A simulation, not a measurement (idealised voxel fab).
Documented hereafter: the process module known as voxel lift off.
Cross-sectional view cut (width: 250 nm; square cell size: 5 nm).
Notation: cross-section as square-cell grid; stated in bands, top first, going down; one or more cell rows per band.
Read a band's entry like this: the first values are the height of its top and the height of its bottom in nm, and what follows is the sequence of materials from left to right, each with its width in nm. Note that "empty" is empty space, and that a single material marked "all across" reaches across the band from edge to edge.
Heights are expressed relative to 0, this being the level below which the as-received wafer comprises one material exclusively. The lowest band is unbounded in the downward direction and is denoted as in "0 and below".
Quick explanation for "30..40": the width changes in equal steps down the rows of cells, from the first number in the band's top row to the second number in its bottom row.
"no alterations made" -> step changed no cross-section cell.
What "Trapped void list" gives you is every empty space of 8 cells or more that is cut off from the top. Each appears as width x height at distance, with the distance taken from the left edge and width, height and distance all in nm.
It should be noted that, on the line of a given step, the content following the step's settings is a remark produced by the simulator itself with respect to that step.
overlay nm: on a step with a mask, how far right of its planned place the mask lay; negative means left.
**Listed below are the process steps as planned**
1,RECEIVE | material Si
2,CONFORMAL_DEP | material SiO2 | thk nm 10
3,PATTERN | tone open | mask id LINES | material resist | width nm 15 | pitch nm 40 | thk nm 25 | overlay nm 0
4,DIRECTIONAL_DEP | material Ru | thk nm 15
5,STRIP | etch materials resist
6,CONFORMAL_DEP | material SiO2 | thk nm 5
**Shown in cross-section is the wafer as received, that is, as it stands after step 1**
> 0 and below: Si all across
> Trapped void list: none
**First wafer of two, sectioned at end of module; run went per plan**
> 30 down to 25: empty 50  SiO2 25  empty 15  SiO2 25  empty 15  SiO2 25  empty 15  SiO2 25  empty 55
> 25 down to 15: empty 50  SiO2 5  Ru 15  SiO2 5  empty 15  SiO2 5  Ru 15  SiO2 5  empty 15  SiO2 5  Ru 15  SiO2 5  empty 15  SiO2 5  Ru 15  SiO2 5  empty 55
> 15 down to 10: SiO2 55  Ru 15  SiO2 25  Ru 15  SiO2 25  Ru 15  SiO2 25  Ru 15  SiO2 60
> 10 down to 0: SiO2 all across
> 0 and below: Si all across
> Trapped void list: none
**Here's the second of our two wafers sectioned at module end. Same start as the first, same plan, but one mistake got made running it**
> 15 down to 0: SiO2 all across
> 0 and below: Si all across
> Trapped void list: none
Deviation noted in wafer processing: plan step 4 was not performed, having been skipped
Cell-count delta at end, second wafer over first, by material: Ru -36, SiO2 -24
